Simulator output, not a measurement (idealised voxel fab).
Presented below is a process module, voxel air gaps.
Cross-sectional view cut (width: 175 nm; square cell size: 5 nm).
Cross-section, as written here: a square-cell grid given band by band from the top down, where a band holds one or more rows of cells. The entry gives the band's vertical extent as a top height and a bottom height in nm, then its horizontal make-up as materials from left to right, each with a width in nm. "empty" stands for empty space; a single material marked "everywhere" fills the band edge to edge. It should be noted that heights are counted from 0, beneath which the wafer as supplied is of one material throughout, and that the lowest band possesses no lower boundary but continues downward, as written in "0..down". Width "30..40": first value at the band's top row of cells, second value at its bottom row, equal change from row to row. Step marked "left unchanged"? Then no cell in the cross-section changed in it. Unvented voids: empty space of 8 cells or more with no open way to the top, each as width x height at its distance from the left edge, in nm. Formally, on a step line, whatever follows the settings is a remark that the simulator itself makes on the step. Among the settings permitted on a step's line is "overlay nm"; applied to a step with a mask, it specifies the extent to which the mask lay to the right of its planned position, whereas a negative figure signifies a position to the left.
**Here's what the planned process steps look like**
1,RECEIVE, material Si
2,CONFORMAL_DEP, material SiO2, thk nm 15
3,CONFORMAL_DEP, material SiN, thk nm 5
4,DIRECTIONAL_DEP, material SiO2, thk nm 35
5,MASKED_ETCH, tone open, mask id LINES, width nm 15, pitch nm 40, etch materials SiO2, depth nm 35, overlay nm 0
6,CONFORMAL_DEP, material TiN, thk nm 5
7,FILL_DEP, material Cu, thk nm 10
8,CMP, height nm 55
9,EPI, material Ru, thk nm 10
10,SELECTIVE_ETCH, etch materials SiO2, depth nm 45
11,CONFORMAL_DEP, material SiCN, thk nm 5
**First wafer, two in total, run as planned**
**Cross-sectional view of the wafer in its as-received condition, corresponding to the state after step 1**
* 0..down | Si everywhere
* Unvented voids: none
**Cross-section through the wafer, step 2 finished**
* 15..0 | SiO2 everywhere
* At heights below 0, the structure remains unaltered.
**Cross-section through the wafer, step 3 finished**
* 20..15 | SiN everywhere
* At heights below 15, the structure remains unaltered.
**Cross-section through the wafer, step 4 finished**
* 55..20 | SiO2 everywhere
* At heights below 20, the structure remains unaltered.
**Cross-section through the wafer, step 5 finished**
* 55..20 | SiO2 20 | empty 15 | SiO2 25 | empty 15 | SiO2 25 | empty 15 | SiO2 25 | empty 15 | SiO2 20
* At heights below 20, the structure remains unaltered.
**Cross-section through the wafer, step 6 finished**
* 60..55 | TiN 25 | empty 5 | TiN 35 | empty 5 | TiN 35 | empty 5 | TiN 35 | empty 5 | TiN 25
* 55..25 | SiO2 20 | TiN 5 | empty 5 | TiN 5 | SiO2 25 | TiN 5 | empty 5 | TiN 5 | SiO2 25 | TiN 5 | empty 5 | TiN 5 | SiO2 25 | TiN 5 | empty 5 | TiN 5 | SiO2 20
* 25..20 | SiO2 20 | TiN 15 | SiO2 25 | TiN 15 | SiO2 25 | TiN 15 | SiO2 25 | TiN 15 | SiO2 20
* At heights below 20, the structure remains unaltered.
**Cross-section through the wafer, step 7 finished**
* 70..60 | Cu everywhere
* 60..55 | TiN 25 | Cu 5 | TiN 35 | Cu 5 | TiN 35 | Cu 5 | TiN 35 | Cu 5 | TiN 25
* 55..25 | SiO2 20 | TiN 5 | Cu 5 | TiN 5 | SiO2 25 | TiN 5 | Cu 5 | TiN 5 | SiO2 25 | TiN 5 | Cu 5 | TiN 5 | SiO2 25 | TiN 5 | Cu 5 | TiN 5 | SiO2 20
* At heights below 25, the structure remains unaltered.
**Cross-section through the wafer, step 8 finished**
* 55..25 | SiO2 20 | TiN 5 | Cu 5 | TiN 5 | SiO2 25 | TiN 5 | Cu 5 | TiN 5 | SiO2 25 | TiN 5 | Cu 5 | TiN 5 | SiO2 25 | TiN 5 | Cu 5 | TiN 5 | SiO2 20
* At heights below 25, the structure remains unaltered.
**Cross-section through the wafer, step 9 finished**
* 65..55 | empty 10 | Ru 35 | empty 5 | Ru 35 | empty 5 | Ru 35 | empty 5 | Ru 35 | empty 10
* At heights below 55, the structure remains unaltered.
**Cross-section through the wafer, step 10 finished**
* 65..55 | empty 10 | Ru 35 | empty 5 | Ru 35 | empty 5 | Ru 35 | empty 5 | Ru 35 | empty 10
* 55..25 | empty 20 | TiN 5 | Cu 5 | TiN 5 | empty 25 | TiN 5 | Cu 5 | TiN 5 | empty 25 | TiN 5 | Cu 5 | TiN 5 | empty 25 | TiN 5 | Cu 5 | TiN 5 | empty 20
* 25..20 | empty 20 | TiN 15 | empty 25 | TiN 15 | empty 25 | TiN 15 | empty 25 | TiN 15 | empty 20
* At heights below 20, the structure remains unaltered.
**Cross-section through the wafer, step 11 finished**
* 70..65 | empty 5 | SiCN 165 | empty 5
* 65..55 | empty 5 | SiCN 5 | Ru 35 | SiCN 5 | Ru 35 | SiCN 5 | Ru 35 | SiCN 5 | Ru 35 | SiCN 5 | empty 5
* 55..50 | empty 5 | SiCN 15 | TiN 5 | Cu 5 | TiN 5 | SiCN 25 | TiN 5 | Cu 5 | TiN 5 | SiCN 25 | TiN 5 | Cu 5 | TiN 5 | SiCN 25 | TiN 5 | Cu 5 | TiN 5 | SiCN 15 | empty 5
* 50..25 | empty 15 | SiCN 5 | TiN 5 | Cu 5 | TiN 5 | SiCN 5 | empty 15 | SiCN 5 | TiN 5 | Cu 5 | TiN 5 | SiCN 5 | empty 15 | SiCN 5 | TiN 5 | Cu 5 | TiN 5 | SiCN 5 | empty 15 | SiCN 5 | TiN 5 | Cu 5 | TiN 5 | SiCN 5 | empty 15
* 25..20 | SiCN 20 | TiN 15 | SiCN 25 | TiN 15 | SiCN 25 | TiN 15 | SiCN 25 | TiN 15 | SiCN 20
* At heights below 20, the structure remains unaltered.
* Unvented voids: 15 x 25 at 40; 15 x 25 at 80; 15 x 25 at 120
**Now the other wafer: same start, same recipe, but we messed up one thing when running it. Up to and including step 4 it's the same as the first one**
**X-section, second wafer, when step 5 was due to finish**
* 55..20 | SiO2 15 | empty 25 | SiO2 15 | empty 25 | SiO2 15 | empty 25 | SiO2 15 | empty 25 | SiO2 15
* At heights below 20, the structure remains unaltered.
**X-section, second wafer, when step 6 was due to finish**
* 60..55 | TiN 20 | empty 15 | TiN 25 | empty 15 | TiN 25 | empty 15 | TiN 25 | empty 15 | TiN 20
* 55..25 | SiO2 15 | TiN 5 | empty 15 | TiN 5 | SiO2 15 | TiN 5 | empty 15 | TiN 5 | SiO2 15 | TiN 5 | empty 15 | TiN 5 | SiO2 15 | TiN 5 | empty 15 | TiN 5 | SiO2 15
* 25..20 | SiO2 15 | TiN 25 | SiO2 15 | TiN 25 | SiO2 15 | TiN 25 | SiO2 15 | TiN 25 | SiO2 15
* At heights below 20, the structure remains unaltered.
**X-section, second wafer, when step 7 was due to finish**
* 70..60 | Cu everywhere
* 60..55 | TiN 20 | Cu 15 | TiN 25 | Cu 15 | TiN 25 | Cu 15 | TiN 25 | Cu 15 | TiN 20
* 55..25 | SiO2 15 | TiN 5 | Cu 15 | TiN 5 | SiO2 15 | TiN 5 | Cu 15 | TiN 5 | SiO2 15 | TiN 5 | Cu 15 | TiN 5 | SiO2 15 | TiN 5 | Cu 15 | TiN 5 | SiO2 15
* At heights below 25, the structure remains unaltered.
**X-section, second wafer, when step 8 was due to finish**
* 55..25 | SiO2 15 | TiN 5 | Cu 15 | TiN 5 | SiO2 15 | TiN 5 | Cu 15 | TiN 5 | SiO2 15 | TiN 5 | Cu 15 | TiN 5 | SiO2 15 | TiN 5 | Cu 15 | TiN 5 | SiO2 15
* At heights below 25, the structure remains unaltered.
**X-section, second wafer, when step 9 was due to finish**
* 65..55 | empty 5 | Ru 165 | empty 5
* At heights below 55, the structure remains unaltered.
**X-section, second wafer, when step 10 was due to finish**
* 65..55 | empty 5 | Ru 165 | empty 5
* 55..25 | empty 15 | TiN 5 | Cu 15 | TiN 5 | SiO2 15 | TiN 5 | Cu 15 | TiN 5 | SiO2 15 | TiN 5 | Cu 15 | TiN 5 | SiO2 15 | TiN 5 | Cu 15 | TiN 5 | empty 15
* 25..20 | empty 15 | TiN 25 | SiO2 15 | TiN 25 | SiO2 15 | TiN 25 | SiO2 15 | TiN 25 | empty 15
* At heights below 20, the structure remains unaltered.
**X-section, second wafer, when step 11 was due to finish**
* 70..65 | SiCN everywhere
* 65..55 | SiCN 5 | Ru 165 | SiCN 5
* 55..50 | SiCN 15 | TiN 5 | Cu 15 | TiN 5 | SiO2 15 | TiN 5 | Cu 15 | TiN 5 | SiO2 15 | TiN 5 | Cu 15 | TiN 5 | SiO2 15 | TiN 5 | Cu 15 | TiN 5 | SiCN 15
* 50..25 | empty 10 | SiCN 5 | TiN 5 | Cu 15 | TiN 5 | SiO2 15 | TiN 5 | Cu 15 | TiN 5 | SiO2 15 | TiN 5 | Cu 15 | TiN 5 | SiO2 15 | TiN 5 | Cu 15 | TiN 5 | SiCN 5 | empty 10
* 25..20 | SiCN 15 | TiN 25 | SiO2 15 | TiN 25 | SiO2 15 | TiN 25 | SiO2 15 | TiN 25 | SiCN 15
* At heights below 20, the structure remains unaltered.
* Unvented voids: 10 x 25 at 0; 10 x 25 at 165
What broke from the plan during processing? planned and actual differ for step 5; actual: MASKED_ETCH, tone open, mask id LINES, width nm 25, pitch nm 40, etch materials SiO2, depth nm 35, overlay nm 0
The closing comparison, in cells, has the second wafer with more or fewer of some materials than the first: Cu: 48 more | Ru: 10 more | SiCN: 66 fewer | SiO2: 63 more | TiN: 8 more
At the end, the first wafer has 3 closed voids and the second wafer has 2.
